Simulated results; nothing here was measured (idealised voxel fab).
process module | voxel wiring stack
cross-section cut | 245 nm wide | cells 5 nm
A cross-section is a grid of square cells, given in bands from the top down. A band is one or more rows of cells.
Each band's line starts with the height of the band's top and of its bottom, in nm. Then come its materials from left to right, each with its width in nm. One material with "throughout" fills the band from edge to edge. "air" is empty space.
Height 0 is the level under which the wafer as received is all one material. The lowest band goes on downwards, as in "0 down".
A width such as "30 to 40" changes by the same amount from each row of cells to the next, from the band's top row to its bottom row.
"no change" after a step means that no cell of the cross-section changed.
closed voids: empty space of 8 cells or more with no open way to the top, each as width x height at its distance from the left edge, in nm
after a step's settings: what the simulator itself notes on the step
overlay nm, on a step with a mask: how far to the right of its planned place the mask lay; to the left if negative
plan
1 op RECEIVE | material Si
2 op CONFORMAL_DEP | material SiO2 | thk nm 15
3 op DIRECTIONAL_DEP | material TiN | thk nm 5
4 op DIRECTIONAL_DEP | material Ru | thk nm 15
5 op DIRECTIONAL_DEP | material aC | thk nm 15
6 op PATTERN | tone cover | mask id METAL_1 | material resist | width nm 30 | pitch nm 50 | thk nm 30 | overlay nm 0
7 op DIRECTIONAL_ETCH | etch materials aC | depth nm 15
8 op STRIP | etch materials resist
9 op DIRECTIONAL_ETCH | etch materials Ru | depth nm 15
10 op DIRECTIONAL_ETCH | etch materials TiN | depth nm 5
11 op STRIP | etch materials aC
12 op FILL_DEP | material SiO2 | thk nm 5
13 op CMP | height nm 35
14 op CONFORMAL_DEP | material SiCN | thk nm 5
15 op DIRECTIONAL_DEP | material lowk | thk nm 30
16 op PATTERN | tone open | mask id METAL_2 | material resist | width nm 30 | pitch nm 50 | thk nm 15 | overlay nm 0
17 op DIRECTIONAL_ETCH | etch materials lowk | depth nm 15
18 op STRIP | etch materials resist
19 op PATTERN | tone open | mask id METAL_2_HOLES | material resist | width nm 15 | pitch nm 50 | thk nm 15 | overlay nm 0
20 op DIRECTIONAL_ETCH | etch materials lowk | depth nm 15
21 op DIRECTIONAL_ETCH | etch materials SiCN | depth nm 5
22 op STRIP | etch materials resist
23 op CONFORMAL_DEP | material TiN | thk nm 5
24 op FILL_DEP | material Cu | thk nm 10
25 op CMP | height nm 70
26 op CONFORMAL_DEP | material SiCN | thk nm 5
27 op DIRECTIONAL_DEP | material lowk | thk nm 30
28 op PATTERN | tone open | mask id METAL_3 | material resist | width nm 30 | pitch nm 50 | thk nm 20 | overlay nm 0
29 op DIRECTIONAL_ETCH | etch materials lowk | depth nm 15
30 op STRIP | etch materials resist
31 op PATTERN | tone open | mask id METAL_3_HOLES | material resist | width nm 15 | thk nm 15 | overlay nm 0
32 op DIRECTIONAL_ETCH | etch materials lowk | depth nm 15
33 op DIRECTIONAL_ETCH | etch materials SiCN | depth nm 5
34 op STRIP | etch materials resist
35 op CONFORMAL_DEP | material TiN | thk nm 5
36 op FILL_DEP | material Cu | thk nm 10
37 op CMP | height nm 105
38 op CONFORMAL_DEP | material SiN | thk nm 5
first wafer, as planned
as received, after step 1
  0 down: Si throughout
  closed voids: none
after step 2
  15 to 0: SiO2 throughout
  below 0: unchanged
after step 3
  20 to 15: TiN throughout
  below 15: unchanged
after step 4
  35 to 20: Ru throughout
  below 20: unchanged
after step 5
  50 to 35: aC throughout
  below 35: unchanged
after step 6
  80 to 50: air 80 | resist 30 | air 20 | resist 30 | air 85
  below 50: unchanged
after step 7
  65 to 50: air 80 | resist 30 | air 20 | resist 30 | air 85
  50 to 35: air 80 | aC 30 | air 20 | aC 30 | air 85
  below 35: unchanged
after step 8
  50 to 35: air 80 | aC 30 | air 20 | aC 30 | air 85
  below 35: unchanged
after step 9
  50 to 35: air 80 | aC 30 | air 20 | aC 30 | air 85
  35 to 20: air 80 | Ru 30 | air 20 | Ru 30 | air 85
  below 20: unchanged
after step 10
  50 to 35: air 80 | aC 30 | air 20 | aC 30 | air 85
  35 to 20: air 80 | Ru 30 | air 20 | Ru 30 | air 85
  20 to 15: air 80 | TiN 30 | air 20 | TiN 30 | air 85
  below 15: unchanged
after step 11
  35 to 20: air 80 | Ru 30 | air 20 | Ru 30 | air 85
  below 20: unchanged
after step 12
  40 to 35: SiO2 throughout
  35 to 20: SiO2 80 | Ru 30 | SiO2 20 | Ru 30 | SiO2 85
  20 to 15: SiO2 80 | TiN 30 | SiO2 20 | TiN 30 | SiO2 85
  below 15: unchanged
after step 13
  35 to 20: SiO2 80 | Ru 30 | SiO2 20 | Ru 30 | SiO2 85
  below 20: unchanged
after step 14
  40 to 35: SiCN throughout
  below 35: unchanged
after step 15
  70 to 40: lowk throughout
  below 40: unchanged
after step 16
  85 to 70: resist 80 | air 30 | resist 20 | air 30 | resist 85
  below 70: unchanged
after step 17
  85 to 70: resist 80 | air 30 | resist 20 | air 30 | resist 85
  70 to 55: lowk 80 | air 30 | lowk 20 | air 30 | lowk 85
  below 55: unchanged
after step 18
  70 to 55: lowk 80 | air 30 | lowk 20 | air 30 | lowk 85
  below 55: unchanged
after step 19
  85 to 70: resist 80 | air 15 | resist 35 | air 15 | resist 100
  70 to 55: lowk 80 | air 15 | resist 15 | lowk 20 | air 15 | resist 15 | lowk 85
  below 55: unchanged
after step 20
  85 to 70: resist 80 | air 15 | resist 35 | air 15 | resist 100
  70 to 55: lowk 80 | air 15 | resist 15 | lowk 20 | air 15 | resist 15 | lowk 85
  55 to 40: lowk 80 | air 15 | lowk 35 | air 15 | lowk 100
  below 40: unchanged
after step 21
  85 to 70: resist 80 | air 15 | resist 35 | air 15 | resist 100
  70 to 55: lowk 80 | air 15 | resist 15 | lowk 20 | air 15 | resist 15 | lowk 85
  55 to 40: lowk 80 | air 15 | lowk 35 | air 15 | lowk 100
  40 to 35: SiCN 80 | air 15 | SiCN 35 | air 15 | SiCN 100
  below 35: unchanged
after step 22
  70 to 55: lowk 80 | air 30 | lowk 20 | air 30 | lowk 85
  below 55: unchanged
after step 23
  75 to 70: TiN 85 | air 20 | TiN 30 | air 20 | TiN 90
  70 to 60: lowk 80 | TiN 5 | air 20 | TiN 5 | lowk 20 | TiN 5 | air 20 | TiN 5 | lowk 85
  60 to 55: lowk 80 | TiN 5 | air 5 | TiN 20 | lowk 20 | TiN 5 | air 5 | TiN 20 | lowk 85
  55 to 40: lowk 80 | TiN 5 | air 5 | TiN 5 | lowk 35 | TiN 5 | air 5 | TiN 5 | lowk 100
  40 to 35: SiCN 80 | TiN 15 | SiCN 35 | TiN 15 | SiCN 100
  below 35: unchanged
after step 24
  85 to 75: Cu throughout
  75 to 70: TiN 85 | Cu 20 | TiN 30 | Cu 20 | TiN 90
  70 to 60: lowk 80 | TiN 5 | Cu 20 | TiN 5 | lowk 20 | TiN 5 | Cu 20 | TiN 5 | lowk 85
  60 to 55: lowk 80 | TiN 5 | Cu 5 | TiN 20 | lowk 20 | TiN 5 | Cu 5 | TiN 20 | lowk 85
  55 to 40: lowk 80 | TiN 5 | Cu 5 | TiN 5 | lowk 35 | TiN 5 | Cu 5 | TiN 5 | lowk 100
  below 40: unchanged
after step 25
  70 to 60: lowk 80 | TiN 5 | Cu 20 | TiN 5 | lowk 20 | TiN 5 | Cu 20 | TiN 5 | lowk 85
  below 60: unchanged
after step 26
  75 to 70: SiCN throughout
  below 70: unchanged
after step 27
  105 to 75: lowk throughout
  below 75: unchanged
after step 28
  125 to 105: resist 80 | air 30 | resist 20 | air 30 | resist 85
  below 105: unchanged
after step 29
  125 to 105: resist 80 | air 30 | resist 20 | air 30 | resist 85
  105 to 90: lowk 80 | air 30 | lowk 20 | air 30 | lowk 85
  below 90: unchanged
after step 30
  105 to 90: lowk 80 | air 30 | lowk 20 | air 30 | lowk 85
  below 90: unchanged
after step 31
  120 to 105: resist 80 | air 15 | resist 150
  105 to 90: lowk 80 | air 15 | resist 15 | lowk 20 | resist 30 | lowk 85
  below 90: unchanged
after step 32
  120 to 105: resist 80 | air 15 | resist 150
  105 to 90: lowk 80 | air 15 | resist 15 | lowk 20 | resist 30 | lowk 85
  90 to 75: lowk 80 | air 15 | lowk 150
  below 75: unchanged
after step 33
  120 to 105: resist 80 | air 15 | resist 150
  105 to 90: lowk 80 | air 15 | resist 15 | lowk 20 | resist 30 | lowk 85
  90 to 75: lowk 80 | air 15 | lowk 150
  75 to 70: SiCN 80 | air 15 | SiCN 150
  below 70: unchanged
after step 34
  105 to 90: lowk 80 | air 30 | lowk 20 | air 30 | lowk 85
  below 90: unchanged
after step 35
  110 to 105: TiN 85 | air 20 | TiN 30 | air 20 | TiN 90
  105 to 95: lowk 80 | TiN 5 | air 20 | TiN 5 | lowk 20 | TiN 5 | air 20 | TiN 5 | lowk 85
  95 to 90: lowk 80 | TiN 5 | air 5 | TiN 20 | lowk 20 | TiN 30 | lowk 85
  90 to 75: lowk 80 | TiN 5 | air 5 | TiN 5 | lowk 150
  75 to 70: SiCN 80 | TiN 15 | SiCN 150
  below 70: unchanged
after step 36
  120 to 110: Cu throughout
  110 to 105: TiN 85 | Cu 20 | TiN 30 | Cu 20 | TiN 90
  105 to 95: lowk 80 | TiN 5 | Cu 20 | TiN 5 | lowk 20 | TiN 5 | Cu 20 | TiN 5 | lowk 85
  95 to 90: lowk 80 | TiN 5 | Cu 5 | TiN 20 | lowk 20 | TiN 30 | lowk 85
  90 to 75: lowk 80 | TiN 5 | Cu 5 | TiN 5 | lowk 150
  below 75: unchanged
after step 37
  105 to 95: lowk 80 | TiN 5 | Cu 20 | TiN 5 | lowk 20 | TiN 5 | Cu 20 | TiN 5 | lowk 85
  below 95: unchanged
after step 38
  110 to 105: SiN throughout
  below 105: unchanged
second wafer: like start, like plan, one mistake. Through step 18 it matches the first wafer
when step 19 should have ended
  85 to 70: air 80 | resist 15 | air 35 | resist 15 | air 100
  70 to 55: lowk 80 | resist 15 | air 15 | lowk 20 | resist 15 | air 15 | lowk 85
  below 55: unchanged
when step 20 should have ended
  85 to 55: air 80 | resist 15 | air 35 | resist 15 | air 100
  55 to 40: lowk 95 | air 15 | lowk 35 | air 15 | lowk 85
  below 40: unchanged
when step 21 should have ended
  85 to 55: air 80 | resist 15 | air 35 | resist 15 | air 100
  55 to 40: lowk 95 | air 15 | lowk 35 | air 15 | lowk 85
  40 to 35: SiCN 95 | air 15 | SiCN 35 | air 15 | SiCN 85
  below 35: unchanged
when step 22 should have ended
  55 to 40: lowk 95 | air 15 | lowk 35 | air 15 | lowk 85
  below 40: unchanged
when step 23 should have ended
  60 to 55: TiN 100 | air 5 | TiN 45 | air 5 | TiN 90
  55 to 40: lowk 95 | TiN 5 | air 5 | TiN 5 | lowk 35 | TiN 5 | air 5 | TiN 5 | lowk 85
  40 to 35: SiCN 95 | TiN 15 | SiCN 35 | TiN 15 | SiCN 85
  below 35: unchanged
when step 24 should have ended
  70 to 60: Cu throughout
  60 to 55: TiN 100 | Cu 5 | TiN 45 | Cu 5 | TiN 90
  55 to 40: lowk 95 | TiN 5 | Cu 5 | TiN 5 | lowk 35 | TiN 5 | Cu 5 | TiN 5 | lowk 85
  below 40: unchanged
when step 25 should have ended: no change
when step 26 should have ended
  75 to 70: SiCN throughout
  below 70: unchanged
when step 27 should have ended
  105 to 75: lowk throughout
  below 75: unchanged
when step 28 should have ended
  125 to 105: resist 80 | air 30 | resist 20 | air 30 | resist 85
  below 105: unchanged
when step 29 should have ended
  125 to 105: resist 80 | air 30 | resist 20 | air 30 | resist 85
  105 to 90: lowk 80 | air 30 | lowk 20 | air 30 | lowk 85
  below 90: unchanged
when step 30 should have ended
  105 to 90: lowk 80 | air 30 | lowk 20 | air 30 | lowk 85
  below 90: unchanged
when step 31 should have ended
  120 to 105: resist 80 | air 15 | resist 150
  105 to 90: lowk 80 | air 15 | resist 15 | lowk 20 | resist 30 | lowk 85
  below 90: unchanged
when step 32 should have ended
  120 to 105: resist 80 | air 15 | resist 150
  105 to 90: lowk 80 | air 15 | resist 15 | lowk 20 | resist 30 | lowk 85
  90 to 75: lowk 80 | air 15 | lowk 150
  below 75: unchanged
when step 33 should have ended
  120 to 105: resist 80 | air 15 | resist 150
  105 to 90: lowk 80 | air 15 | resist 15 | lowk 20 | resist 30 | lowk 85
  90 to 75: lowk 80 | air 15 | lowk 150
  75 to 70: SiCN 80 | air 15 | SiCN 150
  below 70: unchanged
when step 34 should have ended
  105 to 90: lowk 80 | air 30 | lowk 20 | air 30 | lowk 85
  below 90: unchanged
when step 35 should have ended
  110 to 105: TiN 85 | air 20 | TiN 30 | air 20 | TiN 90
  105 to 95: lowk 80 | TiN 5 | air 20 | TiN 5 | lowk 20 | TiN 5 | air 20 | TiN 5 | lowk 85
  95 to 90: lowk 80 | TiN 5 | air 5 | TiN 20 | lowk 20 | TiN 30 | lowk 85
  90 to 75: lowk 80 | TiN 5 | air 5 | TiN 5 | lowk 150
  75 to 70: SiCN 80 | TiN 15 | SiCN 150
  below 70: unchanged
when step 36 should have ended
  120 to 110: Cu throughout
  110 to 105: TiN 85 | Cu 20 | TiN 30 | Cu 20 | TiN 90
  105 to 95: lowk 80 | TiN 5 | Cu 20 | TiN 5 | lowk 20 | TiN 5 | Cu 20 | TiN 5 | lowk 85
  95 to 90: lowk 80 | TiN 5 | Cu 5 | TiN 20 | lowk 20 | TiN 30 | lowk 85
  90 to 75: lowk 80 | TiN 5 | Cu 5 | TiN 5 | lowk 150
  below 75: unchanged
when step 37 should have ended
  105 to 95: lowk 80 | TiN 5 | Cu 20 | TiN 5 | lowk 20 | TiN 5 | Cu 20 | TiN 5 | lowk 85
  below 95: unchanged
when step 38 should have ended
  110 to 105: SiN throughout
  below 105: unchanged
what went wrong: step 19 ran as: op PATTERN | tone cover | mask id METAL_2_HOLES | material resist | width nm 15 | pitch nm 50 | thk nm 15 | overlay nm 0
at the end the second wafer has, in cells: 82 more of Cu | 29 more of TiN | 111 fewer of lowk
